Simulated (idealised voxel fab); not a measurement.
process module | voxel capacitor over wiring
cross-section cut | 240 nm wide | cells 5 nm
A cross-section is a grid of square cells, given in bands from the top down. A band is one or more rows of cells.
Each band's line starts with the height of the band's top and of its bottom, in nm. Then come its materials from left to right, each with its width in nm. One material with "throughout" fills the band from edge to edge. "air" is empty space.
Height 0 is the level under which the wafer as received is all one material. The lowest band goes on downwards, as in "0 down".
A width such as "30 to 40" changes by the same amount from each row of cells to the next, from the band's top row to its bottom row.
"no change" after a step means that no cell of the cross-section changed.
closed voids: empty space of 8 cells or more with no open way to the top, each as width x height at its distance from the left edge, in nm
after a step's settings: what the simulator itself notes on the step
overlay nm, on a step with a mask: how far to the right of its planned place the mask lay; to the left if negative
plan
1 op RECEIVE | material Si
2 op CONFORMAL_DEP | material SiO2 | thk nm 15
3 op DIRECTIONAL_DEP | material TiN | thk nm 5
4 op DIRECTIONAL_DEP | material W | thk nm 25
5 op MASKED_ETCH | tone cover | mask id METAL_1 | width nm 20 | pitch nm 80 | etch materials W | depth nm 25 | overlay nm 0
6 op MASKED_ETCH | tone cover | mask id METAL_1 | width nm 20 | pitch nm 80 | etch materials TiN | depth nm 5 | overlay nm 0
7 op CONFORMAL_DEP | material SiN | thk nm 5
8 op FILL_DEP | material lowk | thk nm 10
9 op CMP | height nm 45
10 op CONFORMAL_DEP | material SiCN | thk nm 5
11 op DIRECTIONAL_DEP | material SiO2 | thk nm 10
12 op MASKED_ETCH | tone open | mask id PLUG_1 | width nm 15 | etch materials SiO2 | depth nm 10 | overlay nm 0
13 op MASKED_ETCH | tone open | mask id PLUG_1 | width nm 15 | etch materials SiCN | depth nm 5 | overlay nm 0
14 op EPI | material Ru | thk nm 10
15 op EPI | material Ru | thk nm 5
16 op DIRECTIONAL_DEP | material TiN | thk nm 5
17 op DIRECTIONAL_DEP | material Al2O3 | thk nm 5
18 op DIRECTIONAL_DEP | material TiN | thk nm 10
19 op PATTERN | tone cover | mask id UPPER_PLATE | material resist | width nm 65 | thk nm 20 | overlay nm 0
20 op DIRECTIONAL_ETCH | etch materials TiN | depth nm 10
21 op DIRECTIONAL_ETCH | etch materials Al2O3 | depth nm 5
22 op STRIP | etch materials resist
23 op PATTERN | tone cover | mask id LOWER_PLATE | material resist | width nm 75 | thk nm 15 | overlay nm 0
24 op DIRECTIONAL_ETCH | etch materials TiN | depth nm 5
25 op STRIP | etch materials resist
26 op FILL_DEP | material SiO2 | thk nm 15
27 op CMP | height nm 90
28 op PATTERN | tone open | mask id PLUG_2 | material resist | width nm 15 | thk nm 20 | overlay nm 0
29 op DIRECTIONAL_ETCH | etch materials SiO2 | depth nm 10
30 op STRIP | etch materials resist
31 op CONFORMAL_DEP | material TiN | thk nm 5
32 op FILL_DEP | material Cu | thk nm 10
33 op CMP | height nm 90
34 op CONFORMAL_DEP | material SiN | thk nm 5
as received, after step 1
  0 down: Si throughout
  closed voids: none
first wafer at the end, as planned
  95 to 90: SiN throughout
  90 to 85: SiO2 85 | TiN 5 | Cu 5 | TiN 5 | SiO2 140
  85 to 80: SiO2 85 | TiN 15 | SiO2 140
  80 to 70: SiO2 75 | TiN 65 | SiO2 100
  70 to 65: SiO2 75 | Al2O3 65 | SiO2 100
  65 to 60: SiO2 70 | TiN 75 | SiO2 95
  60 to 50: SiO2 75 | Ru 15 | SiO2 150
  50 to 45: SiCN 75 | Ru 15 | SiCN 150
  45 to 20: lowk 65 | SiN 5 | W 20 | SiN 5 | lowk 50 | SiN 5 | W 20 | SiN 5 | lowk 65
  20 to 15: SiN 70 | TiN 20 | SiN 60 | TiN 20 | SiN 70
  15 to 0: SiO2 throughout
  0 down: Si throughout
  closed voids: none
second wafer at the end: like start, like plan, one mistake
  95 to 90: SiN throughout
  90 to 85: SiO2 85 | TiN 5 | Cu 5 | TiN 5 | SiO2 140
  85 to 80: SiO2 85 | TiN 15 | SiO2 140
  80 to 70: SiO2 75 | TiN 65 | SiO2 100
  70 to 65: SiO2 75 | Al2O3 65 | SiO2 100
  65 to 60: SiO2 70 | TiN 75 | SiO2 95
  60 to 50: SiO2 75 | Ru 15 | SiO2 150
  50 to 45: SiCN 75 | Ru 15 | SiCN 150
  45 to 25: lowk 65 | SiN 5 | W 20 | SiN 5 | lowk 50 | SiN 5 | W 20 | SiN 5 | lowk 65
  25 to 20: lowk 60 | SiN 10 | W 20 | SiN 5 | lowk 45 | SiN 10 | W 20 | SiN 5 | lowk 65
  20 to 15: SiN 65 | TiN 25 | SiN 55 | TiN 25 | SiN 70
  15 to 0: SiO2 throughout
  0 down: Si throughout
  closed voids: none
what went wrong: step 6 ran as: op MASKED_ETCH | tone cover | mask id METAL_1 | width nm 20 | pitch nm 80 | etch materials TiN | depth nm 5 | overlay nm -5
at the end the second wafer has, in cells: 2 more of TiN | 2 fewer of lowk
